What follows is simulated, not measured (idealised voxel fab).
process module | voxel capacitor over wiring
The figure presents cross-section cut, which has a width of 150 nm and is divided into square cells with an edge length of 5 nm.
We lay out every cross-section as a grid of square cells and spell it out in bands from the top down, where one band means one or more rows of cells. Look at the band entry: it leads with the top's height and the bottom's height in nm. Then it lists the materials left to right, with a width in nm for each. The word "throughout" on a single material says that material fills the band edge to edge. The word "empty" is empty space. A quick word on heights: they are counted from 0, and under that level the wafer as it came to us is one material throughout. The lowest band is different from the rest in having no bottom; it simply continues downward, written as in "0 -> down". The expression "30..40" gives the width at the extremes of the band, the first number at its top row of cells and the second at its bottom row, with the width changing by equal amounts from each row to the next in between. You'll sometimes find "nothing different" written for a step, and that's the way of saying that nowhere in the cross-section did a cell change during that step. Empty spaces counting at least 8 cells and having no open way to the top are listed in "Sealed internal cavities". The notation width x height at distance is used for each, the distance being from the left edge and all three values in nm. Step line, after settings: the simulator's comment on this step. The "overlay nm" setting may appear on a step's line; for a step that uses a mask, it gives how far to the right of its planned position the mask lay, and a negative value indicates the left.

**The planned process steps are enumerated hereunder**
1) RECEIVE: material Si
2) CONFORMAL_DEP: material SiO2, thk nm 15
3) DIRECTIONAL_DEP: material TiN, thk nm 5
4) DIRECTIONAL_DEP: material Ru, thk nm 15
5) MASKED_ETCH: tone cover, mask id METAL_1, width nm 20, pitch nm 75, etch materials Ru, depth nm 15, overlay nm 0
6) MASKED_ETCH: tone cover, mask id METAL_1, width nm 20, pitch nm 75, etch materials TiN, depth nm 5, overlay nm 0
7) FILL_DEP: material lowk, thk nm 5
8) CMP: height nm 35
9) CONFORMAL_DEP: material SiCN, thk nm 5
10) DIRECTIONAL_DEP: material SiO2, thk nm 10
11) DIRECTIONAL_DEP: material aC, thk nm 10
12) PATTERN: tone open, mask id PLUG_1, material resist, width nm 15, thk nm 30, overlay nm 0
13) DIRECTIONAL_ETCH: etch materials aC, depth nm 10
14) STRIP: etch materials resist
15) DIRECTIONAL_ETCH: etch materials SiO2, depth nm 10
16) DIRECTIONAL_ETCH: etch materials SiCN, depth nm 5
17) STRIP: etch materials aC
18) EPI: material Ru, thk nm 10
19) EPI: material Ru, thk nm 5
20) DIRECTIONAL_DEP: material TiN, thk nm 10
21) DIRECTIONAL_DEP: material Al2O3, thk nm 5
22) DIRECTIONAL_DEP: material TiN, thk nm 5
23) DIRECTIONAL_DEP: material aC, thk nm 10
24) PATTERN: tone cover, mask id UPPER_PLATE, material resist, width nm 60, thk nm 25, overlay nm 0
25) DIRECTIONAL_ETCH: etch materials aC, depth nm 10
26) STRIP: etch materials resist
27) DIRECTIONAL_ETCH: etch materials TiN, depth nm 5
28) DIRECTIONAL_ETCH: etch materials Al2O3, depth nm 5
29) STRIP: etch materials aC
30) DIRECTIONAL_DEP: material aC, thk nm 15
31) PATTERN: tone cover, mask id LOWER_PLATE, material resist, width nm 70, thk nm 30, overlay nm 0
32) DIRECTIONAL_ETCH: etch materials aC, depth nm 15
33) STRIP: etch materials resist
34) DIRECTIONAL_ETCH: etch materials TiN, depth nm 10
35) STRIP: etch materials aC
36) FILL_DEP: material SiO2, thk nm 20
37) CMP: height nm 85
38) MASKED_ETCH: tone open, mask id PLUG_2, width nm 15, etch materials SiO2, depth nm 15, overlay nm 0
39) CONFORMAL_DEP: material TiN, thk nm 5
40) FILL_DEP: material W, thk nm 10
41) CMP: height nm 85
42) CONFORMAL_DEP: material SiN, thk nm 5

**first wafer, as planned**

**As-received wafer cross-section (after step 1)**
* 0 -> down = Si throughout
* Sealed internal cavities: none

**The wafer, seen in cross-section, after step 2**
* 15 -> 0 = SiO2 throughout
* Everything below 0 is unchanged.

**The wafer, seen in cross-section, after step 3**
* 20 -> 15 = TiN throughout
* Everything below 15 is unchanged.

**The wafer, seen in cross-section, after step 4**
* 35 -> 20 = Ru throughout
* Everything below 20 is unchanged.

**The wafer, seen in cross-section, after step 5**
* 35 -> 20 = empty (25); Ru (20); empty (55); Ru (20); empty (30)
* Everything below 20 is unchanged.

**The wafer, seen in cross-section, after step 6**
* 35 -> 20 = empty (25); Ru (20); empty (55); Ru (20); empty (30)
* 20 -> 15 = empty (25); TiN (20); empty (55); TiN (20); empty (30)
* Everything below 15 is unchanged.

**The wafer, seen in cross-section, after step 7**
* 40 -> 35 = lowk throughout
* 35 -> 20 = lowk (25); Ru (20); lowk (55); Ru (20); lowk (30)
* 20 -> 15 = lowk (25); TiN (20); lowk (55); TiN (20); lowk (30)
* Everything below 15 is unchanged.

**The wafer, seen in cross-section, after step 8**
* 35 -> 20 = lowk (25); Ru (20); lowk (55); Ru (20); lowk (30)
* Everything below 20 is unchanged.

**The wafer, seen in cross-section, after step 9**
* 40 -> 35 = SiCN throughout
* Everything below 35 is unchanged.

**The wafer, seen in cross-section, after step 10**
* 50 -> 40 = SiO2 throughout
* Everything below 40 is unchanged.

**The wafer, seen in cross-section, after step 11**
* 60 -> 50 = aC throughout
* Everything below 50 is unchanged.

**The wafer, seen in cross-section, after step 12**
* 90 -> 60 = resist (30); empty (15); resist (105)
* Everything below 60 is unchanged.

**The wafer, seen in cross-section, after step 13**
* 80 -> 60 = resist (30); empty (15); resist (105)
* 60 -> 50 = aC (30); empty (15); aC (105)
* Everything below 50 is unchanged.

**The wafer, seen in cross-section, after step 14**
* 60 -> 50 = aC (30); empty (15); aC (105)
* Everything below 50 is unchanged.

**The wafer, seen in cross-section, after step 15**
* 60 -> 50 = aC (30); empty (15); aC (105)
* 50 -> 40 = SiO2 (30); empty (15); SiO2 (105)
* Everything below 40 is unchanged.

**The wafer, seen in cross-section, after step 16**
* 60 -> 50 = aC (30); empty (15); aC (105)
* 50 -> 40 = SiO2 (30); empty (15); SiO2 (105)
* 40 -> 35 = SiCN (30); empty (15); SiCN (105)
* Everything below 35 is unchanged.

**The wafer, seen in cross-section, after step 17**
* 50 -> 40 = SiO2 (30); empty (15); SiO2 (105)
* Everything below 40 is unchanged.

**The wafer, seen in cross-section, after step 18**
* 50 -> 45 = SiO2 (30); empty (15); SiO2 (105)
* 45 -> 40 = SiO2 (30); Ru (15); SiO2 (105)
* 40 -> 35 = SiCN (30); Ru (15); SiCN (105)
* Everything below 35 is unchanged.

**The wafer, seen in cross-section, after step 19**
* 50 -> 40 = SiO2 (30); Ru (15); SiO2 (105)
* Everything below 40 is unchanged.

**The wafer, seen in cross-section, after step 20**
* 60 -> 50 = TiN throughout
* Everything below 50 is unchanged.

**The wafer, seen in cross-section, after step 21**
* 65 -> 60 = Al2O3 throughout
* Everything below 60 is unchanged.

**The wafer, seen in cross-section, after step 22**
* 70 -> 65 = TiN throughout
* Everything below 65 is unchanged.

**The wafer, seen in cross-section, after step 23**
* 80 -> 70 = aC throughout
* Everything below 70 is unchanged.

**The wafer, seen in cross-section, after step 24**
* 105 -> 80 = empty (30); resist (60); empty (60)
* Everything below 80 is unchanged.

**The wafer, seen in cross-section, after step 25**
* 95 -> 80 = empty (30); resist (60); empty (60)
* 80 -> 70 = empty (30); aC (60); empty (60)
* Everything below 70 is unchanged.

**The wafer, seen in cross-section, after step 26**
* 80 -> 70 = empty (30); aC (60); empty (60)
* Everything below 70 is unchanged.

**The wafer, seen in cross-section, after step 27**
* 80 -> 70 = empty (30); aC (60); empty (60)
* 70 -> 65 = empty (30); TiN (60); empty (60)
* Everything below 65 is unchanged.

**The wafer, seen in cross-section, after step 28**
* 80 -> 70 = empty (30); aC (60); empty (60)
* 70 -> 65 = empty (30); TiN (60); empty (60)
* 65 -> 60 = empty (30); Al2O3 (60); empty (60)
* Everything below 60 is unchanged.

**The wafer, seen in cross-section, after step 29**
* 70 -> 65 = empty (30); TiN (60); empty (60)
* Everything below 65 is unchanged.

**The wafer, seen in cross-section, after step 30**
* 85 -> 75 = empty (30); aC (60); empty (60)
* 75 -> 70 = aC throughout
* 70 -> 65 = aC (30); TiN (60); aC (60)
* 65 -> 60 = aC (30); Al2O3 (60); aC (60)
* Everything below 60 is unchanged.

**The wafer, seen in cross-section, after step 31**
* 115 -> 85 = empty (25); resist (70); empty (55)
* 85 -> 75 = empty (25); resist (5); aC (60); resist (5); empty (55)
* Everything below 75 is unchanged.

**The wafer, seen in cross-section, after step 32**
* 100 -> 85 = empty (25); resist (70); empty (55)
* 85 -> 75 = empty (25); resist (5); aC (60); resist (5); empty (55)
* 75 -> 70 = empty (25); aC (70); empty (55)
* 70 -> 65 = empty (25); aC (5); TiN (60); aC (5); empty (55)
* 65 -> 60 = empty (25); aC (5); Al2O3 (60); aC (5); empty (55)
* Everything below 60 is unchanged.

**The wafer, seen in cross-section, after step 33**
* 85 -> 75 = empty (30); aC (60); empty (60)
* Everything below 75 is unchanged.

**The wafer, seen in cross-section, after step 34**
* 85 -> 75 = empty (30); aC (60); empty (60)
* 75 -> 70 = empty (25); aC (70); empty (55)
* 70 -> 65 = empty (25); aC (5); TiN (60); aC (5); empty (55)
* 65 -> 60 = empty (25); aC (5); Al2O3 (60); aC (5); empty (55)
* 60 -> 50 = empty (25); TiN (70); empty (55)
* Everything below 50 is unchanged.

**The wafer, seen in cross-section, after step 35**
* 70 -> 65 = empty (30); TiN (60); empty (60)
* 65 -> 60 = empty (30); Al2O3 (60); empty (60)
* Everything below 60 is unchanged.

**The wafer, seen in cross-section, after step 36**
* 90 -> 70 = SiO2 throughout
* 70 -> 65 = SiO2 (30); TiN (60); SiO2 (60)
* 65 -> 60 = SiO2 (30); Al2O3 (60); SiO2 (60)
* 60 -> 50 = SiO2 (25); TiN (70); SiO2 (55)
* Everything below 50 is unchanged.

**The wafer, seen in cross-section, after step 37**
* 85 -> 70 = SiO2 throughout
* Everything below 70 is unchanged.

**The wafer, seen in cross-section, after step 38**
* 85 -> 70 = SiO2 (40); empty (15); SiO2 (95)
* Everything below 70 is unchanged.

**The wafer, seen in cross-section, after step 39**
* 90 -> 85 = TiN (45); empty (5); TiN (100)
* 85 -> 75 = SiO2 (40); TiN (5); empty (5); TiN (5); SiO2 (95)
* 75 -> 65 = SiO2 (40..30); TiN (15..60); SiO2 (95..60)
* Everything below 65 is unchanged.

**The wafer, seen in cross-section, after step 40**
* 100 -> 90 = W throughout
* 90 -> 85 = TiN (45); W (5); TiN (100)
* 85 -> 75 = SiO2 (40); TiN (5); W (5); TiN (5); SiO2 (95)
* Everything below 75 is unchanged.

**The wafer, seen in cross-section, after step 41**
* 85 -> 75 = SiO2 (40); TiN (5); W (5); TiN (5); SiO2 (95)
* Everything below 75 is unchanged.

**The wafer, seen in cross-section, after step 42**
* 90 -> 85 = SiN throughout
* Everything below 85 is unchanged.

**Second wafer. Start and plan as for the first. One mistake made in running. Agrees with the first up to and including step 5**

**Cross-section of the second wafer corresponding to the planned conclusion of step 6**
* 35 -> 20 = empty (25); Ru (20); empty (55); Ru (20); empty (30)
* 20 -> 15 = empty (25); TiN (30); empty (45); TiN (30); empty (20)
* Everything below 15 is unchanged.

**Cross-section of the second wafer corresponding to the planned conclusion of step 7**
* 40 -> 35 = lowk throughout
* 35 -> 20 = lowk (25); Ru (20); lowk (55); Ru (20); lowk (30)
* 20 -> 15 = lowk (25); TiN (30); lowk (45); TiN (30); lowk (20)
* Everything below 15 is unchanged.

**Cross-section of the second wafer corresponding to the planned conclusion of step 8**
* 35 -> 20 = lowk (25); Ru (20); lowk (55); Ru (20); lowk (30)
* Everything below 20 is unchanged.

**Cross-section of the second wafer corresponding to the planned conclusion of step 9**
* 40 -> 35 = SiCN throughout
* Everything below 35 is unchanged.

**Cross-section of the second wafer corresponding to the planned conclusion of step 10**
* 50 -> 40 = SiO2 throughout
* Everything below 40 is unchanged.

**Cross-section of the second wafer corresponding to the planned conclusion of step 11**
* 60 -> 50 = aC throughout
* Everything below 50 is unchanged.

**Cross-section of the second wafer corresponding to the planned conclusion of step 12**
* 90 -> 60 = resist (30); empty (15); resist (105)
* Everything below 60 is unchanged.

**Cross-section of the second wafer corresponding to the planned conclusion of step 13**
* 80 -> 60 = resist (30); empty (15); resist (105)
* 60 -> 50 = aC (30); empty (15); aC (105)
* Everything below 50 is unchanged.

**Cross-section of the second wafer corresponding to the planned conclusion of step 14**
* 60 -> 50 = aC (30); empty (15); aC (105)
* Everything below 50 is unchanged.

**Cross-section of the second wafer corresponding to the planned conclusion of step 15**
* 60 -> 50 = aC (30); empty (15); aC (105)
* 50 -> 40 = SiO2 (30); empty (15); SiO2 (105)
* Everything below 40 is unchanged.

**Cross-section of the second wafer corresponding to the planned conclusion of step 16**
* 60 -> 50 = aC (30); empty (15); aC (105)
* 50 -> 40 = SiO2 (30); empty (15); SiO2 (105)
* 40 -> 35 = SiCN (30); empty (15); SiCN (105)
* Everything below 35 is unchanged.

**Cross-section of the second wafer corresponding to the planned conclusion of step 17**
* 50 -> 40 = SiO2 (30); empty (15); SiO2 (105)
* Everything below 40 is unchanged.

**Cross-section of the second wafer corresponding to the planned conclusion of step 18**
* 50 -> 45 = SiO2 (30); empty (15); SiO2 (105)
* 45 -> 40 = SiO2 (30); Ru (15); SiO2 (105)
* 40 -> 35 = SiCN (30); Ru (15); SiCN (105)
* Everything below 35 is unchanged.

**Cross-section of the second wafer corresponding to the planned conclusion of step 19**
* 50 -> 40 = SiO2 (30); Ru (15); SiO2 (105)
* Everything below 40 is unchanged.

**Cross-section of the second wafer corresponding to the planned conclusion of step 20**
* 60 -> 50 = TiN throughout
* Everything below 50 is unchanged.

**Cross-section of the second wafer corresponding to the planned conclusion of step 21**
* 65 -> 60 = Al2O3 throughout
* Everything below 60 is unchanged.

**Cross-section of the second wafer corresponding to the planned conclusion of step 22**
* 70 -> 65 = TiN throughout
* Everything below 65 is unchanged.

**Cross-section of the second wafer corresponding to the planned conclusion of step 23**
* 80 -> 70 = aC throughout
* Everything below 70 is unchanged.

**Cross-section of the second wafer corresponding to the planned conclusion of step 24**
* 105 -> 80 = empty (30); resist (60); empty (60)
* Everything below 80 is unchanged.

**Cross-section of the second wafer corresponding to the planned conclusion of step 25**
* 95 -> 80 = empty (30); resist (60); empty (60)
* 80 -> 70 = empty (30); aC (60); empty (60)
* Everything below 70 is unchanged.

**Cross-section of the second wafer corresponding to the planned conclusion of step 26**
* 80 -> 70 = empty (30); aC (60); empty (60)
* Everything below 70 is unchanged.

**Cross-section of the second wafer corresponding to the planned conclusion of step 27**
* 80 -> 70 = empty (30); aC (60); empty (60)
* 70 -> 65 = empty (30); TiN (60); empty (60)
* Everything below 65 is unchanged.

**Cross-section of the second wafer corresponding to the planned conclusion of step 28**
* 80 -> 70 = empty (30); aC (60); empty (60)
* 70 -> 65 = empty (30); TiN (60); empty (60)
* 65 -> 60 = empty (30); Al2O3 (60); empty (60)
* Everything below 60 is unchanged.

**Cross-section of the second wafer corresponding to the planned conclusion of step 29**
* 70 -> 65 = empty (30); TiN (60); empty (60)
* Everything below 65 is unchanged.

**Cross-section of the second wafer corresponding to the planned conclusion of step 30**
* 85 -> 75 = empty (30); aC (60); empty (60)
* 75 -> 70 = aC throughout
* 70 -> 65 = aC (30); TiN (60); aC (60)
* 65 -> 60 = aC (30); Al2O3 (60); aC (60)
* Everything below 60 is unchanged.

**Cross-section of the second wafer corresponding to the planned conclusion of step 31**
* 115 -> 85 = empty (25); resist (70); empty (55)
* 85 -> 75 = empty (25); resist (5); aC (60); resist (5); empty (55)
* Everything below 75 is unchanged.

**Cross-section of the second wafer corresponding to the planned conclusion of step 32**
* 100 -> 85 = empty (25); resist (70); empty (55)
* 85 -> 75 = empty (25); resist (5); aC (60); resist (5); empty (55)
* 75 -> 70 = empty (25); aC (70); empty (55)
* 70 -> 65 = empty (25); aC (5); TiN (60); aC (5); empty (55)
* 65 -> 60 = empty (25); aC (5); Al2O3 (60); aC (5); empty (55)
* Everything below 60 is unchanged.

**Cross-section of the second wafer corresponding to the planned conclusion of step 33**
* 85 -> 75 = empty (30); aC (60); empty (60)
* Everything below 75 is unchanged.

**Cross-section of the second wafer corresponding to the planned conclusion of step 34**
* 85 -> 75 = empty (30); aC (60); empty (60)
* 75 -> 70 = empty (25); aC (70); empty (55)
* 70 -> 65 = empty (25); aC (5); TiN (60); aC (5); empty (55)
* 65 -> 60 = empty (25); aC (5); Al2O3 (60); aC (5); empty (55)
* 60 -> 50 = empty (25); TiN (70); empty (55)
* Everything below 50 is unchanged.

**Cross-section of the second wafer corresponding to the planned conclusion of step 35**
* 70 -> 65 = empty (30); TiN (60); empty (60)
* 65 -> 60 = empty (30); Al2O3 (60); empty (60)
* Everything below 60 is unchanged.

**Cross-section of the second wafer corresponding to the planned conclusion of step 36**
* 90 -> 70 = SiO2 throughout
* 70 -> 65 = SiO2 (30); TiN (60); SiO2 (60)
* 65 -> 60 = SiO2 (30); Al2O3 (60); SiO2 (60)
* 60 -> 50 = SiO2 (25); TiN (70); SiO2 (55)
* Everything below 50 is unchanged.

**Cross-section of the second wafer corresponding to the planned conclusion of step 37**
* 85 -> 70 = SiO2 throughout
* Everything below 70 is unchanged.

**Cross-section of the second wafer corresponding to the planned conclusion of step 38**
* 85 -> 70 = SiO2 (40); empty (15); SiO2 (95)
* Everything below 70 is unchanged.

**Cross-section of the second wafer corresponding to the planned conclusion of step 39**
* 90 -> 85 = TiN (45); empty (5); TiN (100)
* 85 -> 75 = SiO2 (40); TiN (5); empty (5); TiN (5); SiO2 (95)
* 75 -> 65 = SiO2 (40..30); TiN (15..60); SiO2 (95..60)
* Everything below 65 is unchanged.

**Cross-section of the second wafer corresponding to the planned conclusion of step 40**
* 100 -> 90 = W throughout
* 90 -> 85 = TiN (45); W (5); TiN (100)
* 85 -> 75 = SiO2 (40); TiN (5); W (5); TiN (5); SiO2 (95)
* Everything below 75 is unchanged.

**Cross-section of the second wafer corresponding to the planned conclusion of step 41**
* 85 -> 75 = SiO2 (40); TiN (5); W (5); TiN (5); SiO2 (95)
* Everything below 75 is unchanged.

**Cross-section of the second wafer corresponding to the planned conclusion of step 42**
* 90 -> 85 = SiN throughout
* Everything below 85 is unchanged.
Finding, execution versus plan: step 6 ran differently from the plan; actual operation with settings: MASKED_ETCH: tone cover, mask id METAL_1, width nm 20, pitch nm 75, etch materials TiN, depth nm 5, overlay nm 10
Count the cells at the end and the second wafer has more or fewer of some materials than the first: TiN: 4 more, lowk: 4 fewer
